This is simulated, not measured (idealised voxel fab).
The process module presented herein is designated voxel wiring stack.
The cross-section shown here is cut; it is 300 nm wide and divided into square cells measuring 5 nm on a side.
Heads up, the way a cross-section reads in here is a grid of square cells, handed over as bands from the top down, with every band being one or more rows of cells. Basically the band line says how high the top is and how high the bottom is, in nm, and then what's in it from left to right, every material with its width in nm. Empty space shows up as "air", and if a single material carries "all across" it runs the full band edge to edge. For the purposes of this specification, 0 denotes the height below which the wafer in its as-received condition is composed wholly of one material, and the lowermost band, lacking a lower limit, extends downward without end, as expressed in "z 0 and below". Per-row width for "30..40": begins at first number (top row of band), ends at second number (bottom row), increment between rows held constant. When a step is marked "no alteration", none of the cells in the cross-section changed during that step. What "Enclosed cavity list" gives you is every empty space of 8 cells or more that is cut off from the top. Each appears as width x height at distance, with the distance taken from the left edge and width, height and distance all in nm. The remark found on a step's line after its settings is issued by the simulator itself and pertains to that step. You can add "overlay nm" to a step's line. For a step with a mask, it describes how far the mask lay to the right of its planned position, and a negative number describes a lay to the left.

**This section lists the process steps that were planned**
- 1: RECEIVE,material Si
- 2: CONFORMAL_DEP,material SiO2,thk nm 15
- 3: DIRECTIONAL_DEP,material TiN,thk nm 5
- 4: DIRECTIONAL_DEP,material W,thk nm 25
- 5: DIRECTIONAL_DEP,material aC,thk nm 15
- 6: PATTERN,tone cover,mask id METAL_1,material resist,width nm 30,pitch nm 50,thk nm 35,overlay nm 0
- 7: DIRECTIONAL_ETCH,etch materials aC,depth nm 15
- 8: STRIP,etch materials resist
- 9: DIRECTIONAL_ETCH,etch materials W,depth nm 25
- 10: DIRECTIONAL_ETCH,etch materials TiN,depth nm 5
- 11: STRIP,etch materials aC
- 12: CONFORMAL_DEP,material SiCN,thk nm 5
- 13: FILL_DEP,material lowk,thk nm 10
- 14: CMP,height nm 45
- 15: CONFORMAL_DEP,material SiCN,thk nm 5
- 16: DIRECTIONAL_DEP,material SiO2,thk nm 15
- 17: DIRECTIONAL_DEP,material aC,thk nm 10
- 18: PATTERN,tone open,mask id PLUG_1,material resist,width nm 15,pitch nm 50,thk nm 30,overlay nm 0
- 19: DIRECTIONAL_ETCH,etch materials aC,depth nm 10
- 20: STRIP,etch materials resist
- 21: DIRECTIONAL_ETCH,etch materials SiO2,depth nm 15
- 22: DIRECTIONAL_ETCH,etch materials SiCN,depth nm 5
- 23: STRIP,etch materials aC
- 24: EPI,material Ru,thk nm 10
- 25: EPI,material Ru,thk nm 10
- 26: DIRECTIONAL_DEP,material TiN,thk nm 5
- 27: DIRECTIONAL_DEP,material Ru,thk nm 15
- 28: PATTERN,tone cover,mask id METAL_2,material resist,width nm 30,pitch nm 50,thk nm 15,overlay nm 0
- 29: DIRECTIONAL_ETCH,etch materials Ru,depth nm 15
- 30: DIRECTIONAL_ETCH,etch materials TiN,depth nm 5
- 31: STRIP,etch materials resist
- 32: CONFORMAL_DEP,material SiN,thk nm 5
- 33: FILL_DEP,material lowk,thk nm 10
- 34: CMP,height nm 85
- 35: CONFORMAL_DEP,material SiN,thk nm 5

**Incoming wafer, cross-sectional view, post step 1**
> z 0 and below: Si all across
> Enclosed cavity list: none

**Figure: cross-sectional view of the wafer upon completion of the module, processed from the initial state and according to the plan depicted above, with one error introduced during execution**
> z 90 to 85: SiN all across
> z 85 to 70: lowk=80 / SiN=5 / Ru=30 / SiN=5 / lowk=10 / SiN=5 / Ru=30 / SiN=5 / lowk=10 / SiN=5 / Ru=30 / SiN=5 / lowk=80
> z 70 to 65: SiN=85 / TiN=30 / SiN=20 / TiN=30 / SiN=20 / TiN=30 / SiN=85
> z 65 to 50: SiO2=85 / Ru=15 / SiO2=35 / Ru=15 / SiO2=35 / Ru=15 / SiO2=100
> z 50 to 45: SiCN=85 / Ru=15 / SiCN=35 / Ru=15 / SiCN=35 / Ru=15 / SiCN=100
> z 45 to 35: lowk=80 / SiCN=5 / W=30 / SiCN=5 / lowk=10 / SiCN=5 / W=30 / SiCN=5 / lowk=10 / SiCN=5 / W=30 / SiCN=5 / lowk=80
> z 35 to 30: SiCN=85 / TiN=30 / SiCN=20 / TiN=30 / SiCN=20 / TiN=30 / SiCN=85
> z 30 to 0: SiO2 all across
> z 0 and below: Si all across
> Enclosed cavity list: none
The plan and the run diverged here: step 2 of the plan was carried out twice
